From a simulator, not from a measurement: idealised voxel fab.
The process module that follows is named voxel transistor to metal.
Cross-section cut: width 200 nm, square cells of 5 nm.
If you're reading a cross-section in this doc, picture square cells in a grid; it comes to you as bands, top ones listed first down to the bottom, and a band can be one or more rows of cells.
This entry defines a band. It first specifies the height of the band's top and the height of its bottom in nm, and then specifies the band's materials from left to right, stating each material with its width in nm. The word "everywhere" identifies a single material that fills the band from edge to edge, while the word "air" identifies empty space.
Beneath 0, the wafer as received is one material, and that level is where height counting begins. The lowest band goes on downward without a bottom; it is written like "0..down".
The notation "30..40" denotes a width that varies across the rows of cells in the band, beginning at the first number in the top row, finishing at the second number in the bottom row, and changing by an identical amount from each row to the next.
Basically "identical to before" means that step didn't change any cell in the cross-section.
In "Unvented voids" the enclosed voids are listed, meaning empty spaces of 8 cells or larger without any opening to the top. The form is width x height at distance, distance from the left edge, units nm.
On each step's line, the part that comes after the settings is the simulator's own comment on the step.
Among the settings permitted on a step's line is "overlay nm"; applied to a step with a mask, it specifies the extent to which the mask lay to the right of its planned position, whereas a negative figure signifies a position to the left.
Each pair of cross-sections that follows straddles one process step: the one shows the state before the step, the other the state after it, down to the lowest band that changed and no further. The step in question, and its settings, are given under the pair. Note that a pair is not necessarily a continuation of the pair above it, since pairs can come from different runs of this module on the same starting wafer; it is a continuation only where its entry headed "Pre-process state" says so.
### Pre-process state
    30..20: air 85 nm, SiN 5 nm, SiCN 20 nm, SiN 5 nm, air 85 nm
    20..10: air 85 nm, SiN 5 nm, polySi 20 nm, SiN 5 nm, air 85 nm
    10..0: SiO2 40 nm, SiN 5 nm, air 40 nm, SiN 5 nm, polySi 20 nm, SiN 5 nm, air 40 nm, SiN 5 nm, SiO2 40 nm
    0..-5: SiO2 40 nm, SiN 5 nm, SiO2 110 nm, SiN 5 nm, SiO2 40 nm
    -5..-10: SiO2 50 nm, Si 100 nm, SiO2 50 nm
    -10..-30: SiO2 45 nm, Si 110 nm, SiO2 45 nm
    -30..down: Si everywhere
    Unvented voids: none
### Resultant Cross-Section
    30..20: air 85 nm, SiN 5 nm, SiCN 20 nm, SiN 5 nm, air 85 nm
    20..10: air 85 nm, SiN 5 nm, polySi 20 nm, SiN 5 nm, air 85 nm
    10..5: air 40 nm, SiN 5 nm, air 40 nm, SiN 5 nm, polySi 20 nm, SiN 5 nm, air 40 nm, SiN 5 nm, air 40 nm
    5..0: SiO2 40 nm, SiN 5 nm, air 40 nm, SiN 5 nm, polySi 20 nm, SiN 5 nm, air 40 nm, SiN 5 nm, SiO2 40 nm
    0..-5: SiO2 40 nm, SiN 5 nm, air 40 nm, SiO2 30 nm, air 40 nm, SiN 5 nm, SiO2 40 nm
    Whatever lies below -5 is exactly as it was before.
    Unvented voids: none
Processing between the before and after sections above: op DIRECTIONAL_ETCH | etch materials SiO2 | depth nm 5
Pre-process state: Reference is made to the cross-section shown after the step in the pair directly above, which represents the state prior to this step.
### Resultant Cross-Section
    30..20: air 85 nm, SiN 5 nm, SiCN 20 nm, SiN 5 nm, air 85 nm
    20..10: air 85 nm, SiN 5 nm, polySi 20 nm, SiN 5 nm, air 85 nm
    10..5: air 40 nm, SiN 5 nm, air 40 nm, SiN 5 nm, polySi 20 nm, SiN 5 nm, air 40 nm, SiN 5 nm, air 40 nm
    5..0: SiO2 40 nm, SiN 5 nm, air 40 nm, SiN 5 nm, polySi 20 nm, SiN 5 nm, air 40 nm, SiN 5 nm, SiO2 40 nm
    0..-5: SiO2 40 nm, SiN 5 nm, air 40 nm, SiO2 30 nm, air 40 nm, SiN 5 nm, SiO2 40 nm
    -5..-10: SiO2 50 nm, air 35 nm, Si 30 nm, air 35 nm, SiO2 50 nm
    -10..-15: SiO2 45 nm, Si 5 nm, air 35 nm, Si 30 nm, air 35 nm, Si 5 nm, SiO2 45 nm
    Whatever lies below -15 is exactly as it was before.
    Unvented voids: none
Processing between the before and after sections above: op DIRECTIONAL_ETCH | etch materials Si | depth nm 10
Pre-process state: Reference is made to the cross-section shown after the step in the pair directly above, which represents the state prior to this step.
### Resultant Cross-Section
    30..20: air 85 nm, SiN 5 nm, SiCN 20 nm, SiN 5 nm, air 85 nm
    20..10: air 85 nm, SiN 5 nm, polySi 20 nm, SiN 5 nm, air 85 nm
    10..5: air 40 nm, SiN 5 nm, air 40 nm, SiN 5 nm, polySi 20 nm, SiN 5 nm, air 40 nm, SiN 5 nm, air 40 nm
    5..0: SiO2 40 nm, SiN 5 nm, air 30 nm, SiGe 10 nm, SiN 5 nm, polySi 20 nm, SiN 5 nm, SiGe 10 nm, air 30 nm, SiN 5 nm, SiO2 40 nm
    0..-5: SiO2 40 nm, SiN 5 nm, SiGe 15 nm, air 15 nm, SiGe 10 nm, SiO2 30 nm, SiGe 10 nm, air 15 nm, SiGe 15 nm, SiN 5 nm, SiO2 40 nm
    -5..-10: SiO2 50 nm, SiGe 35 nm, Si 30 nm, SiGe 35 nm, SiO2 50 nm
    -10..-15: SiO2 45 nm, Si 5 nm, SiGe 35 nm, Si 30 nm, SiGe 35 nm, Si 5 nm, SiO2 45 nm
    Whatever lies below -15 is exactly as it was before.
    Unvented voids: none
Processing between the before and after sections above: op EPI | material SiGe | thk nm 10
Pre-process state: Reference is made to the cross-section shown after the step in the pair directly above, which represents the state prior to this step.
### Resultant Cross-Section
    40..30: SiO2 everywhere
    30..20: SiO2 85 nm, SiN 5 nm, SiCN 20 nm, SiN 5 nm, SiO2 85 nm
    20..10: SiO2 85 nm, SiN 5 nm, polySi 20 nm, SiN 5 nm, SiO2 85 nm
    10..5: SiO2 40 nm, SiN 5 nm, SiO2 40 nm, SiN 5 nm, polySi 20 nm, SiN 5 nm, SiO2 40 nm, SiN 5 nm, SiO2 40 nm
    5..0: SiO2 40 nm, SiN 5 nm, SiO2 30 nm, SiGe 10 nm, SiN 5 nm, polySi 20 nm, SiN 5 nm, SiGe 10 nm, SiO2 30 nm, SiN 5 nm, SiO2 40 nm
    0..-5: SiO2 40 nm, SiN 5 nm, SiGe 15 nm, SiO2 15 nm, SiGe 10 nm, SiO2 30 nm, SiGe 10 nm, SiO2 15 nm, SiGe 15 nm, SiN 5 nm, SiO2 40 nm
    Whatever lies below -5 is exactly as it was before.
    Unvented voids: none
Processing between the before and after sections above: op FILL_DEP | material SiO2 | thk nm 10
Pre-process state: Reference is made to the cross-section shown after the step in the pair directly above, which represents the state prior to this step.
### Resultant Cross-Section
    30..20: SiO2 85 nm, SiN 5 nm, SiCN 20 nm, SiN 5 nm, SiO2 85 nm
    Whatever lies below 20 is exactly as it was before.
    Unvented voids: none
Processing between the before and after sections above: op CMP | height nm 30
Pre-process state: Reference is made to the cross-section shown after the step in the pair directly above, which represents the state prior to this step.
### Resultant Cross-Section
    40..30: SiO2 everywhere
    Whatever lies below 30 is exactly as it was before.
    Unvented voids: none
Processing between the before and after sections above: op DIRECTIONAL_DEP | material SiO2 | thk nm 10
Pre-process state: Reference is made to the cross-section shown after the step in the pair directly above, which represents the state prior to this step.
### Resultant Cross-Section
    40..30: SiO2 55 nm, air 15 nm, SiO2 60 nm, air 15 nm, SiO2 55 nm
    30..20: SiO2 55 nm, air 15 nm, SiO2 15 nm, SiN 5 nm, SiCN 20 nm, SiN 5 nm, SiO2 15 nm, air 15 nm, SiO2 55 nm
    20..10: SiO2 55 nm, air 15 nm, SiO2 15 nm, SiN 5 nm, polySi 20 nm, SiN 5 nm, SiO2 15 nm, air 15 nm, SiO2 55 nm
    10..5: SiO2 40 nm, SiN 5 nm, SiO2 10 nm, air 15 nm, SiO2 15 nm, SiN 5 nm, polySi 20 nm, SiN 5 nm, SiO2 15 nm, air 15 nm, SiO2 10 nm, SiN 5 nm, SiO2 40 nm
    5..0: SiO2 40 nm, SiN 5 nm, SiO2 10 nm, air 15 nm, SiO2 5 nm, SiGe 10 nm, SiN 5 nm, polySi 20 nm, SiN 5 nm, SiGe 10 nm, SiO2 5 nm, air 15 nm, SiO2 10 nm, SiN 5 nm, SiO2 40 nm
    0..-5: SiO2 40 nm, SiN 5 nm, SiGe 15 nm, air 10 nm, SiO2 5 nm, SiGe 10 nm, SiO2 30 nm, SiGe 10 nm, SiO2 5 nm, air 10 nm, SiGe 15 nm, SiN 5 nm, SiO2 40 nm
    Whatever lies below -5 is exactly as it was before.
    Unvented voids: none
Processing between the before and after sections above: op MASKED_ETCH | tone open | mask id CONTACT | width nm 15 | pitch nm 75 | etch materials SiO2 | depth nm 45 | overlay nm 0
Pre-process state: Reference is made to the cross-section shown after the step in the pair directly above, which represents the state prior to this step.
### Resultant Cross-Section
    45..40: TiN 60 nm, air 5 nm, TiN 70 nm, air 5 nm, TiN 60 nm
    40..30: SiO2 55 nm, TiN 5 nm, air 5 nm, TiN 5 nm, SiO2 60 nm, TiN 5 nm, air 5 nm, TiN 5 nm, SiO2 55 nm
    30..20: SiO2 55 nm, TiN 5 nm, air 5 nm, TiN 5 nm, SiO2 15 nm, SiN 5 nm, SiCN 20 nm, SiN 5 nm, SiO2 15 nm, TiN 5 nm, air 5 nm, TiN 5 nm, SiO2 55 nm
    20..10: SiO2 55 nm, TiN 5 nm, air 5 nm, TiN 5 nm, SiO2 15 nm, SiN 5 nm, polySi 20 nm, SiN 5 nm, SiO2 15 nm, TiN 5 nm, air 5 nm, TiN 5 nm, SiO2 55 nm
    10..5: SiO2 40 nm, SiN 5 nm, SiO2 10 nm, TiN 5 nm, air 5 nm, TiN 5 nm, SiO2 15 nm, SiN 5 nm, polySi 20 nm, SiN 5 nm, SiO2 15 nm, TiN 5 nm, air 5 nm, TiN 5 nm, SiO2 10 nm, SiN 5 nm, SiO2 40 nm
    5..0: SiO2 40 nm, SiN 5 nm, SiO2 10 nm, TiN 15 nm, SiO2 5 nm, SiGe 10 nm, SiN 5 nm, polySi 20 nm, SiN 5 nm, SiGe 10 nm, SiO2 5 nm, TiN 15 nm, SiO2 10 nm, SiN 5 nm, SiO2 40 nm
    0..-5: SiO2 40 nm, SiN 5 nm, SiGe 15 nm, TiN 10 nm, SiO2 5 nm, SiGe 10 nm, SiO2 30 nm, SiGe 10 nm, SiO2 5 nm, TiN 10 nm, SiGe 15 nm, SiN 5 nm, SiO2 40 nm
    Whatever lies below -5 is exactly as it was before.
    Unvented voids: none
Processing between the before and after sections above: op CONFORMAL_DEP | material TiN | thk nm 5
Pre-process state: Reference is made to the cross-section shown after the step in the pair directly above, which represents the state prior to this step.
### Resultant Cross-Section
    55..45: W everywhere
    45..40: TiN 60 nm, W 5 nm, TiN 70 nm, W 5 nm, TiN 60 nm
    40..30: SiO2 55 nm, TiN 5 nm, W 5 nm, TiN 5 nm, SiO2 60 nm, TiN 5 nm, W 5 nm, TiN 5 nm, SiO2 55 nm
    30..20: SiO2 55 nm, TiN 5 nm, W 5 nm, TiN 5 nm, SiO2 15 nm, SiN 5 nm, SiCN 20 nm, SiN 5 nm, SiO2 15 nm, TiN 5 nm, W 5 nm, TiN 5 nm, SiO2 55 nm
    20..10: SiO2 55 nm, TiN 5 nm, W 5 nm, TiN 5 nm, SiO2 15 nm, SiN 5 nm, polySi 20 nm, SiN 5 nm, SiO2 15 nm, TiN 5 nm, W 5 nm, TiN 5 nm, SiO2 55 nm
    10..5: SiO2 40 nm, SiN 5 nm, SiO2 10 nm, TiN 5 nm, W 5 nm, TiN 5 nm, SiO2 15 nm, SiN 5 nm, polySi 20 nm, SiN 5 nm, SiO2 15 nm, TiN 5 nm, W 5 nm, TiN 5 nm, SiO2 10 nm, SiN 5 nm, SiO2 40 nm
    Whatever lies below 5 is exactly as it was before.
    Unvented voids: none
Processing between the before and after sections above: op FILL_DEP | material W | thk nm 10
Pre-process state: Reference is made to the cross-section shown after the step in the pair directly above, which represents the state prior to this step.
### Resultant Cross-Section
    40..30: SiO2 55 nm, TiN 5 nm, W 5 nm, TiN 5 nm, SiO2 60 nm, TiN 5 nm, W 5 nm, TiN 5 nm, SiO2 55 nm
    Whatever lies below 30 is exactly as it was before.
    Unvented voids: none
Processing between the before and after sections above: op CMP | height nm 40
Pre-process state: Reference is made to the cross-section shown after the step in the pair directly above, which represents the state prior to this step.
### Resultant Cross-Section
    45..40: SiCN everywhere
    Whatever lies below 40 is exactly as it was before.
    Unvented voids: none
Processing between the before and after sections above: op CONFORMAL_DEP | material SiCN | thk nm 5
Pre-process state: Reference is made to the cross-section shown after the step in the pair directly above, which represents the state prior to this step.
### Resultant Cross-Section
    65..45: lowk everywhere
    Whatever lies below 45 is exactly as it was before.
    Unvented voids: none
Processing between the before and after sections above: op DIRECTIONAL_DEP | material lowk | thk nm 20
Pre-process state: Reference is made to the cross-section shown after the step in the pair directly above, which represents the state prior to this step.
### Resultant Cross-Section
    65..45: lowk 55 nm, air 15 nm, lowk 60 nm, air 15 nm, lowk 55 nm
    Whatever lies below 45 is exactly as it was before.
    Unvented voids: none
Processing between the before and after sections above: op MASKED_ETCH | tone open | mask id METAL_1 | width nm 15 | pitch nm 75 | etch materials lowk | depth nm 20 | overlay nm 0
Pre-process state: Reference is made to the cross-section shown after the step in the pair directly above, which represents the state prior to this step.
### Resultant Cross-Section
    65..45: lowk 55 nm, air 15 nm, lowk 60 nm, air 15 nm, lowk 55 nm
    45..40: SiCN 55 nm, air 15 nm, SiCN 60 nm, air 15 nm, SiCN 55 nm
    Whatever lies below 40 is exactly as it was before.
    Unvented voids: none
Processing between the before and after sections above: op MASKED_ETCH | tone open | mask id METAL_1 | width nm 15 | pitch nm 75 | etch materials SiCN | depth nm 5 | overlay nm 0
Pre-process state: Reference is made to the cross-section shown after the step in the pair directly above, which represents the state prior to this step.
### Resultant Cross-Section
    70..65: TiN 60 nm, air 5 nm, TiN 70 nm, air 5 nm, TiN 60 nm
    65..45: lowk 55 nm, TiN 5 nm, air 5 nm, TiN 5 nm, lowk 60 nm, TiN 5 nm, air 5 nm, TiN 5 nm, lowk 55 nm
    45..40: SiCN 55 nm, TiN 15 nm, SiCN 60 nm, TiN 15 nm, SiCN 55 nm
    Whatever lies below 40 is exactly as it was before.
    Unvented voids: none
Processing between the before and after sections above: op CONFORMAL_DEP | material TiN | thk nm 5
Pre-process state: Reference is made to the cross-section shown after the step in the pair directly above, which represents the state prior to this step.
### Resultant Cross-Section
    75..70: Cu everywhere
    70..65: TiN 60 nm, Cu 5 nm, TiN 70 nm, Cu 5 nm, TiN 60 nm
    65..45: lowk 55 nm, TiN 5 nm, Cu 5 nm, TiN 5 nm, lowk 60 nm, TiN 5 nm, Cu 5 nm, TiN 5 nm, lowk 55 nm
    Whatever lies below 45 is exactly as it was before.
    Unvented voids: none
Processing between the before and after sections above: op FILL_DEP | material Cu | thk nm 5
Pre-process state: Reference is made to the cross-section shown after the step in the pair directly above, which represents the state prior to this step.
### Resultant Cross-Section
    65..45: lowk 55 nm, TiN 5 nm, Cu 5 nm, TiN 5 nm, lowk 60 nm, TiN 5 nm, Cu 5 nm, TiN 5 nm, lowk 55 nm
    Whatever lies below 45 is exactly as it was before.
    Unvented voids: none
Processing between the before and after sections above: op CMP | height nm 65
Pre-process state: Reference is made to the cross-section shown after the step in the pair directly above, which represents the state prior to this step.
### Resultant Cross-Section
    70..65: air 50 nm, Ru 25 nm, air 50 nm, Ru 25 nm, air 50 nm
    Whatever lies below 65 is exactly as it was before.
    Unvented voids: none
Processing between the before and after sections above: op EPI | material Ru | thk nm 5
Pre-process state: Reference is made to the cross-section shown after the step in the pair directly above, which represents the state prior to this step.
### Resultant Cross-Section
    75..70: SiCN everywhere
    70..65: SiCN 50 nm, Ru 25 nm, SiCN 50 nm, Ru 25 nm, SiCN 50 nm
    Whatever lies below 65 is exactly as it was before.
    Unvented voids: none
Processing between the before and after sections above: op FILL_DEP | material SiCN | thk nm 5
### Pre-process state
    20..5: air 45 nm, SiN 110 nm, air 45 nm
    5..0: air 45 nm, SiO2 110 nm, air 45 nm
    0..-30: air 45 nm, Si 110 nm, air 45 nm
    -30..down: Si everywhere
    Unvented voids: none
### Resultant Cross-Section
    20..5: air 45 nm, SiN 110 nm, air 45 nm
    5..0: air 45 nm, SiO2 110 nm, air 45 nm
    0..-60: air 45 nm, Si 110 nm, air 45 nm
    Whatever lies below -60 is exactly as it was before.
    Unvented voids: none
Processing between the before and after sections above: op MASKED_ETCH | tone cover | mask id ACTIVE | width nm 110 | etch materials Si | depth nm 30 | overlay nm 0
Pre-process state: Reference is made to the cross-section shown after the step in the pair directly above, which represents the state prior to this step.
### Resultant Cross-Section
    35..20: SiO2 everywhere
    20..5: SiO2 45 nm, SiN 110 nm, SiO2 45 nm
    5..0: SiO2 everywhere
    0..-60: SiO2 45 nm, Si 110 nm, SiO2 45 nm
    Whatever lies below -60 is exactly as it was before.
    Unvented voids: none
Processing between the before and after sections above: op FILL_DEP | material SiO2 | thk nm 15
Pre-process state: Reference is made to the cross-section shown after the step in the pair directly above, which represents the state prior to this step.
### Resultant Cross-Section
    20..5: SiO2 45 nm, SiN 110 nm, SiO2 45 nm
    Whatever lies below 5 is exactly as it was before.
    Unvented voids: none
Processing between the before and after sections above: op CMP | height nm 20
Pre-process state: Reference is made to the cross-section shown after the step in the pair directly above, which represents the state prior to this step.
### Resultant Cross-Section
    20..15: air 45 nm, SiN 110 nm, air 45 nm
    Whatever lies below 15 is exactly as it was before.
    Unvented voids: none
Processing between the before and after sections above: op SELECTIVE_ETCH | etch materials SiO2 | depth nm 5
Pre-process state: Reference is made to the cross-section shown after the step in the pair directly above, which represents the state prior to this step.
### Resultant Cross-Section
    15..5: SiO2 45 nm, air 110 nm, SiO2 45 nm
    Whatever lies below 5 is exactly as it was before.
    Unvented voids: none
Processing between the before and after sections above: op STRIP | etch materials SiN
Pre-process state: Reference is made to the cross-section shown after the step in the pair directly above, which represents the state prior to this step.
### Resultant Cross-Section
    10..0: SiO2 40 nm, air 120 nm, SiO2 40 nm
    Whatever lies below 0 is exactly as it was before.
    Unvented voids: none
Processing between the before and after sections above: op SELECTIVE_ETCH | etch materials SiO2 | depth nm 5
Pre-process state: Reference is made to the cross-section shown after the step in the pair directly above, which represents the state prior to this step.
### Resultant Cross-Section
    10..0: SiO2 40 nm, air 120 nm, SiO2 40 nm
    0..-5: SiO2 everywhere
    Whatever lies below -5 is exactly as it was before.
    Unvented voids: none
Processing between the before and after sections above: op OXIDIZE | depth nm 5
Pre-process state: Reference is made to the cross-section shown after the step in the pair directly above, which represents the state prior to this step.
### Resultant Cross-Section
    30..20: polySi 40 nm, air 120 nm, polySi 40 nm
    20..10: polySi everywhere
    10..0: SiO2 40 nm, polySi 120 nm, SiO2 40 nm
    Whatever lies below 0 is exactly as it was before.
    Unvented voids: none
Processing between the before and after sections above: op DIRECTIONAL_DEP | material polySi | thk nm 20
Pre-process state: Reference is made to the cross-section shown after the step in the pair directly above, which represents the state prior to this step.
### Resultant Cross-Section
    40..30: SiCN 40 nm, air 120 nm, SiCN 40 nm
    30..20: polySi 40 nm, SiCN 120 nm, polySi 40 nm
    Whatever lies below 20 is exactly as it was before.
    Unvented voids: none
Processing between the before and after sections above: op DIRECTIONAL_DEP | material SiCN | thk nm 10
Pre-process state: Reference is made to the cross-section shown after the step in the pair directly above, which represents the state prior to this step.
### Resultant Cross-Section
    60..40: air 90 nm, resist 20 nm, air 90 nm
    40..30: SiCN 40 nm, air 50 nm, resist 20 nm, air 50 nm, SiCN 40 nm
    Whatever lies below 30 is exactly as it was before.
    Unvented voids: none
Processing between the before and after sections above: op PATTERN | tone cover | mask id GATE | material resist | width nm 20 | thk nm 20 | overlay nm 0
Pre-process state: Reference is made to the cross-section shown after the step in the pair directly above, which represents the state prior to this step.
### Resultant Cross-Section
    60..30: air 90 nm, resist 20 nm, air 90 nm
    30..20: polySi 40 nm, air 50 nm, SiCN 20 nm, air 50 nm, polySi 40 nm
    Whatever lies below 20 is exactly as it was before.
    Unvented voids: none
Processing between the before and after sections above: op DIRECTIONAL_ETCH | etch materials SiCN | depth nm 20
Pre-process state: Reference is made to the cross-section shown after the step in the pair directly above, which represents the state prior to this step.
### Resultant Cross-Section
    60..30: air 90 nm, resist 20 nm, air 90 nm
    30..20: air 90 nm, SiCN 20 nm, air 90 nm
    20..10: air 90 nm, polySi 20 nm, air 90 nm
    10..0: SiO2 40 nm, air 50 nm, polySi 20 nm, air 50 nm, SiO2 40 nm
    Whatever lies below 0 is exactly as it was before.
    Unvented voids: none
Processing between the before and after sections above: op DIRECTIONAL_ETCH | etch materials polySi | depth nm 30
Pre-process state: Reference is made to the cross-section shown after the step in the pair directly above, which represents the state prior to this step.
### Resultant Cross-Section
    30..20: air 90 nm, SiCN 20 nm, air 90 nm
    Whatever lies below 20 is exactly as it was before.
    Unvented voids: none
Processing between the before and after sections above: op STRIP | etch materials resist
Pre-process state: Reference is made to the cross-section shown after the step in the pair directly above, which represents the state prior to this step.
### Resultant Cross-Section
    35..30: air 85 nm, SiN 30 nm, air 85 nm
    30..20: air 85 nm, SiN 5 nm, SiCN 20 nm, SiN 5 nm, air 85 nm
    20..15: air 85 nm, SiN 5 nm, polySi 20 nm, SiN 5 nm, air 85 nm
    15..10: SiN 45 nm, air 40 nm, SiN 5 nm, polySi 20 nm, SiN 5 nm, air 40 nm, SiN 45 nm
    10..5: SiO2 40 nm, SiN 5 nm, air 40 nm, SiN 5 nm, polySi 20 nm, SiN 5 nm, air 40 nm, SiN 5 nm, SiO2 40 nm
    5..0: SiO2 40 nm, SiN 50 nm, polySi 20 nm, SiN 50 nm, SiO2 40 nm
    Whatever lies below 0 is exactly as it was before.
    Unvented voids: none
Processing between the before and after sections above: op CONFORMAL_DEP | material SiN | thk nm 5
Pre-process state: Reference is made to the cross-section shown after the step in the pair directly above, which represents the state prior to this step.
### Resultant Cross-Section
    30..20: air 85 nm, SiN 5 nm, SiCN 20 nm, SiN 5 nm, air 85 nm
    20..10: air 85 nm, SiN 5 nm, polySi 20 nm, SiN 5 nm, air 85 nm
    10..0: SiO2 40 nm, SiN 5 nm, air 40 nm, SiN 5 nm, polySi 20 nm, SiN 5 nm, air 40 nm, SiN 5 nm, SiO2 40 nm
    Whatever lies below 0 is exactly as it was before.
    Unvented voids: none
Processing between the before and after sections above: op DIRECTIONAL_ETCH | etch materials SiN | depth nm 5
Pre-process state: Reference is made to the cross-section shown after the step in the pair directly above, which represents the state prior to this step.
### Resultant Cross-Section
    30..20: air 85 nm, SiN 5 nm, SiCN 20 nm, SiN 5 nm, air 85 nm
    20..10: air 85 nm, SiN 5 nm, polySi 20 nm, SiN 5 nm, air 85 nm
    10..5: air 40 nm, SiN 5 nm, air 40 nm, SiN 5 nm, polySi 20 nm, SiN 5 nm, air 40 nm, SiN 5 nm, air 40 nm
    5..0: SiO2 40 nm, SiN 5 nm, air 40 nm, SiN 5 nm, polySi 20 nm, SiN 5 nm, air 40 nm, SiN 5 nm, SiO2 40 nm
    0..-5: SiO2 45 nm, air 40 nm, SiO2 30 nm, air 40 nm, SiO2 45 nm
    Whatever lies below -5 is exactly as it was before.
    Unvented voids: none
Processing between the before and after sections above: op DIRECTIONAL_ETCH | etch materials SiO2 | depth nm 5
Pre-process state: Reference is made to the cross-section shown after the step in the pair directly above, which represents the state prior to this step.
### Resultant Cross-Section
    30..20: air 85 nm, SiN 5 nm, SiCN 20 nm, SiN 5 nm, air 85 nm
    20..10: air 85 nm, SiN 5 nm, polySi 20 nm, SiN 5 nm, air 85 nm
    10..5: air 40 nm, SiN 5 nm, air 40 nm, SiN 5 nm, polySi 20 nm, SiN 5 nm, air 40 nm, SiN 5 nm, air 40 nm
    5..0: SiO2 40 nm, SiN 5 nm, air 40 nm, SiN 5 nm, polySi 20 nm, SiN 5 nm, air 40 nm, SiN 5 nm, SiO2 40 nm
    0..-5: SiO2 45 nm, air 40 nm, SiO2 30 nm, air 40 nm, SiO2 45 nm
    -5..-15: SiO2 45 nm, air 40 nm, Si 30 nm, air 40 nm, SiO2 45 nm
    Whatever lies below -15 is exactly as it was before.
    Unvented voids: none
Processing between the before and after sections above: op DIRECTIONAL_ETCH | etch materials Si | depth nm 10
Pre-process state: Reference is made to the cross-section shown after the step in the pair directly above, which represents the state prior to this step.
### Resultant Cross-Section
    30..20: air 85 nm, SiN 5 nm, SiCN 20 nm, SiN 5 nm, air 85 nm
    20..10: air 85 nm, SiN 5 nm, polySi 20 nm, SiN 5 nm, air 85 nm
    10..5: air 40 nm, SiN 5 nm, air 40 nm, SiN 5 nm, polySi 20 nm, SiN 5 nm, air 40 nm, SiN 5 nm, air 40 nm
    5..0: SiO2 40 nm, SiN 5 nm, air 30 nm, SiGe 10 nm, SiN 5 nm, polySi 20 nm, SiN 5 nm, SiGe 10 nm, air 30 nm, SiN 5 nm, SiO2 40 nm
    0..-5: SiO2 45 nm, air 30 nm, SiGe 10 nm, SiO2 30 nm, SiGe 10 nm, air 30 nm, SiO2 45 nm
    -5..-15: SiO2 45 nm, SiGe 40 nm, Si 30 nm, SiGe 40 nm, SiO2 45 nm
    Whatever lies below -15 is exactly as it was before.
    Unvented voids: none
Processing between the before and after sections above: op EPI | material SiGe | thk nm 10
Pre-process state: Reference is made to the cross-section shown after the step in the pair directly above, which represents the state prior to this step.
### Resultant Cross-Section
    40..30: SiO2 everywhere
    30..20: SiO2 85 nm, SiN 5 nm, SiCN 20 nm, SiN 5 nm, SiO2 85 nm
    20..10: SiO2 85 nm, SiN 5 nm, polySi 20 nm, SiN 5 nm, SiO2 85 nm
    10..5: SiO2 40 nm, SiN 5 nm, SiO2 40 nm, SiN 5 nm, polySi 20 nm, SiN 5 nm, SiO2 40 nm, SiN 5 nm, SiO2 40 nm
    5..0: SiO2 40 nm, SiN 5 nm, SiO2 30 nm, SiGe 10 nm, SiN 5 nm, polySi 20 nm, SiN 5 nm, SiGe 10 nm, SiO2 30 nm, SiN 5 nm, SiO2 40 nm
    0..-5: SiO2 75 nm, SiGe 10 nm, SiO2 30 nm, SiGe 10 nm, SiO2 75 nm
    Whatever lies below -5 is exactly as it was before.
    Unvented voids: none
Processing between the before and after sections above: op FILL_DEP | material SiO2 | thk nm 10
Pre-process state: Reference is made to the cross-section shown after the step in the pair directly above, which represents the state prior to this step.
### Resultant Cross-Section
    30..20: SiO2 85 nm, SiN 5 nm, SiCN 20 nm, SiN 5 nm, SiO2 85 nm
    Whatever lies below 20 is exactly as it was before.
    Unvented voids: none
Processing between the before and after sections above: op CMP | height nm 30
Pre-process state: Reference is made to the cross-section shown after the step in the pair directly above, which represents the state prior to this step.
### Resultant Cross-Section
    40..30: SiO2 everywhere
    Whatever lies below 30 is exactly as it was before.
    Unvented voids: none
Processing between the before and after sections above: op DIRECTIONAL_DEP | material SiO2 | thk nm 10
Pre-process state: Reference is made to the cross-section shown after the step in the pair directly above, which represents the state prior to this step.
### Resultant Cross-Section
    40..30: SiO2 55 nm, air 15 nm, SiO2 60 nm, air 15 nm, SiO2 55 nm
    30..20: SiO2 55 nm, air 15 nm, SiO2 15 nm, SiN 5 nm, SiCN 20 nm, SiN 5 nm, SiO2 15 nm, air 15 nm, SiO2 55 nm
    20..10: SiO2 55 nm, air 15 nm, SiO2 15 nm, SiN 5 nm, polySi 20 nm, SiN 5 nm, SiO2 15 nm, air 15 nm, SiO2 55 nm
    10..5: SiO2 40 nm, SiN 5 nm, SiO2 10 nm, air 15 nm, SiO2 15 nm, SiN 5 nm, polySi 20 nm, SiN 5 nm, SiO2 15 nm, air 15 nm, SiO2 10 nm, SiN 5 nm, SiO2 40 nm
    5..0: SiO2 40 nm, SiN 5 nm, SiO2 10 nm, air 15 nm, SiO2 5 nm, SiGe 10 nm, SiN 5 nm, polySi 20 nm, SiN 5 nm, SiGe 10 nm, SiO2 5 nm, air 15 nm, SiO2 10 nm, SiN 5 nm, SiO2 40 nm
    0..-5: SiO2 55 nm, air 15 nm, SiO2 5 nm, SiGe 10 nm, SiO2 30 nm, SiGe 10 nm, SiO2 5 nm, air 15 nm, SiO2 55 nm
    Whatever lies below -5 is exactly as it was before.
    Unvented voids: none
Processing between the before and after sections above: op MASKED_ETCH | tone open | mask id CONTACT | width nm 15 | pitch nm 75 | etch materials SiO2 | depth nm 45 | overlay nm 0
Pre-process state: Reference is made to the cross-section shown after the step in the pair directly above, which represents the state prior to this step.
### Resultant Cross-Section
    45..40: TiN 60 nm, air 5 nm, TiN 70 nm, air 5 nm, TiN 60 nm
    40..30: SiO2 55 nm, TiN 5 nm, air 5 nm, TiN 5 nm, SiO2 60 nm, TiN 5 nm, air 5 nm, TiN 5 nm, SiO2 55 nm
    30..20: SiO2 55 nm, TiN 5 nm, air 5 nm, TiN 5 nm, SiO2 15 nm, SiN 5 nm, SiCN 20 nm, SiN 5 nm, SiO2 15 nm, TiN 5 nm, air 5 nm, TiN 5 nm, SiO2 55 nm
    20..10: SiO2 55 nm, TiN 5 nm, air 5 nm, TiN 5 nm, SiO2 15 nm, SiN 5 nm, polySi 20 nm, SiN 5 nm, SiO2 15 nm, TiN 5 nm, air 5 nm, TiN 5 nm, SiO2 55 nm
    10..5: SiO2 40 nm, SiN 5 nm, SiO2 10 nm, TiN 5 nm, air 5 nm, TiN 5 nm, SiO2 15 nm, SiN 5 nm, polySi 20 nm, SiN 5 nm, SiO2 15 nm, TiN 5 nm, air 5 nm, TiN 5 nm, SiO2 10 nm, SiN 5 nm, SiO2 40 nm
    5..0: SiO2 40 nm, SiN 5 nm, SiO2 10 nm, TiN 5 nm, air 5 nm, TiN 5 nm, SiO2 5 nm, SiGe 10 nm, SiN 5 nm, polySi 20 nm, SiN 5 nm, SiGe 10 nm, SiO2 5 nm, TiN 5 nm, air 5 nm, TiN 5 nm, SiO2 10 nm, SiN 5 nm, SiO2 40 nm
    0..-5: SiO2 55 nm, TiN 15 nm, SiO2 5 nm, SiGe 10 nm, SiO2 30 nm, SiGe 10 nm, SiO2 5 nm, TiN 15 nm, SiO2 55 nm
    Whatever lies below -5 is exactly as it was before.
    Unvented voids: none
Processing between the before and after sections above: op CONFORMAL_DEP | material TiN | thk nm 5
